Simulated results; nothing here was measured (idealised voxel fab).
process module | voxel self aligned vias
cross-section cut | 255 nm wide | cells 5 nm
A cross-section is a grid of square cells, given in bands from the top down. A band is one or more rows of cells.
Each band's line starts with the height of the band's top and of its bottom, in nm. Then come its materials from left to right, each with its width in nm. One material with "throughout" fills the band from edge to edge. "air" is empty space.
Height 0 is the level under which the wafer as received is all one material. The lowest band goes on downwards, as in "0 down".
A width such as "30 to 40" changes by the same amount from each row of cells to the next, from the band's top row to its bottom row.
"no change" after a step means that no cell of the cross-section changed.
closed voids: empty space of 8 cells or more with no open way to the top, each as width x height at its distance from the left edge, in nm
after a step's settings: what the simulator itself notes on the step
overlay nm, on a step with a mask: how far to the right of its planned place the mask lay; to the left if negative
plan
1 op RECEIVE | material Si
2 op CONFORMAL_DEP | material SiO2 | thk nm 10
3 op CONFORMAL_DEP | material SiCN | thk nm 5
4 op DIRECTIONAL_DEP | material SiO2 | thk nm 25
5 op MASKED_ETCH | tone open | mask id LINES | width nm 25 | pitch nm 60 | etch materials SiO2 | depth nm 25 | overlay nm 0
6 op CONFORMAL_DEP | material TiN | thk nm 5
7 op FILL_DEP | material W | thk nm 5
8 op CMP | height nm 40
9 op SELECTIVE_ETCH | etch materials W Ru TiN | depth nm 10
10 op FILL_DEP | material SiN | thk nm 10
11 op CMP | height nm 40
12 op DIRECTIONAL_DEP | material SiO2 | thk nm 20
13 op MASKED_ETCH | tone open | mask id VIAS | width nm 45 | pitch nm 120 | etch materials SiO2 | depth nm 20 | overlay nm 0
14 op MASKED_ETCH | tone open | mask id VIAS | width nm 45 | pitch nm 120 | etch materials SiN | depth nm 10 | overlay nm 0
15 op CONFORMAL_DEP | material TiN | thk nm 5
16 op FILL_DEP | material Cu | thk nm 5
17 op CMP | height nm 60
18 op CONFORMAL_DEP | material SiCN | thk nm 5
as received, after step 1
  0 down: Si throughout
  closed voids: none
a wafer at the end: this start, this plan, one mistake
  65 to 60: SiCN throughout
  60 to 40: SiO2 45 | TiN 10 | SiO2 25 | TiN 10 | SiO2 75 | TiN 10 | SiO2 25 | TiN 10 | SiO2 45
  40 to 30: SiO2 55 | SiN 25 | SiO2 35 | SiN 25 | SiO2 35 | SiN 25 | SiO2 55
  30 to 20: SiO2 55 | TiN 5 | W 15 | TiN 5 | SiO2 35 | TiN 5 | W 15 | TiN 5 | SiO2 35 | TiN 5 | W 15 | TiN 5 | SiO2 55
  20 to 15: SiO2 55 | TiN 25 | SiO2 35 | TiN 25 | SiO2 35 | TiN 25 | SiO2 55
  15 to 10: SiCN throughout
  10 to 0: SiO2 throughout
  0 down: Si throughout
  closed voids: none
what went wrong: steps 12 and 13 were swapped
